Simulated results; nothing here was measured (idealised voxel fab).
This is a process module. Its name is voxel gate over fins.
Displayed cross-section: cut, width of 280 nm, square cells sized 5 nm.
We lay out every cross-section as a grid of square cells and spell it out in bands from the top down, where one band means one or more rows of cells.
Basically the band line says how high the top is and how high the bottom is, in nm, and then what's in it from left to right, every material with its width in nm. Empty space shows up as "blank", and if a single material carries "edge to edge" it runs the full band edge to edge.
Heights are measured from 0, the level below which the as-received wafer is all one material; the lowest band has no bottom and continues downward, written as in "0..down".
Width "30..40": first value at the band's top row of cells, second value at its bottom row, equal change from row to row.
Basically "nothing changed" means that step didn't change any cell in the cross-section.
The label "Fully sealed cavities" introduces a list of the empty spaces, 8 cells or larger, that have no open way up to the top; each entry in it reads width x height at distance, where the distance is taken from the left edge and all three are stated in nm.
after a step's settings: what the simulator itself notes on the step
overlay nm: right-of-plan distance of the mask on a masked step; negative values mean left-of-plan.

Steps in the process plan
1) RECEIVE [material Si]
2) CONFORMAL_DEP [material SiN] [thk nm 10]
3) MASKED_ETCH [tone cover] [mask id FINS] [width nm 15] [pitch nm 45] [etch materials SiN] [depth nm 10] [overlay nm 0]
4) MASKED_ETCH [tone cover] [mask id FINS] [width nm 15] [pitch nm 45] [etch materials Si] [depth nm 30] [overlay nm 0]
5) OXIDIZE [depth nm 5]
6) FILL_DEP [material SiO2] [thk nm 5]
7) CMP [height nm 10]
8) SELECTIVE_ETCH [etch materials SiO2] [depth nm 20]
9) STRIP [etch materials SiN]
10) CONFORMAL_DEP [material HfO2] [thk nm 5]
11) CONFORMAL_DEP [material TiN] [thk nm 5]
12) CONFORMAL_DEP [material TiAl] [thk nm 5]
13) CONFORMAL_DEP [material TiN] [thk nm 5]
14) FILL_DEP [material W] [thk nm 15]
15) CMP [height nm 30]
16) CONFORMAL_DEP [material SiN] [thk nm 10]

Wafer cross-section on receipt, i.e. after step 1
- 0..down | Si edge to edge
- Fully sealed cavities: none

Wafer at module end, in section. Began as above, planned as above, run with one mistake
- 30..20 | SiN edge to edge
- 20..15 | 95 of W | 90 of TiN | 95 of W
- 15..10 | 95 of W | 5 of TiN | 35 of TiAl | 10 of TiN | 35 of TiAl | 5 of TiN | 95 of W
- 10..5 | 100 of TiN | 5 of TiAl | 25 of TiN | 5 of TiAl | 10 of TiN | 5 of TiAl | 25 of TiN | 5 of TiAl | 100 of TiN
- 5..0 | 105 of TiAl | 5 of TiN | 15 of HfO2 | 5 of TiN | 20 of TiAl | 5 of TiN | 15 of HfO2 | 5 of TiN | 105 of TiAl
- 0..-5 | 110 of TiN | 5 of HfO2 | 5 of Si | 5 of HfO2 | 30 of TiN | 5 of HfO2 | 5 of Si | 5 of HfO2 | 110 of TiN
- -5..-10 | 115 of HfO2 | 5 of Si | 40 of HfO2 | 5 of Si | 115 of HfO2
- -10..-35 | 115 of SiO2 | 5 of Si | 40 of SiO2 | 5 of Si | 115 of SiO2
- -35..down | Si edge to edge
- Fully sealed cavities: none
It is concluded that the wafer was processed incorrectly with respect to the plan, in that step 15 was processed under conditions differing from the plan, specifically as CMP [height nm 20]
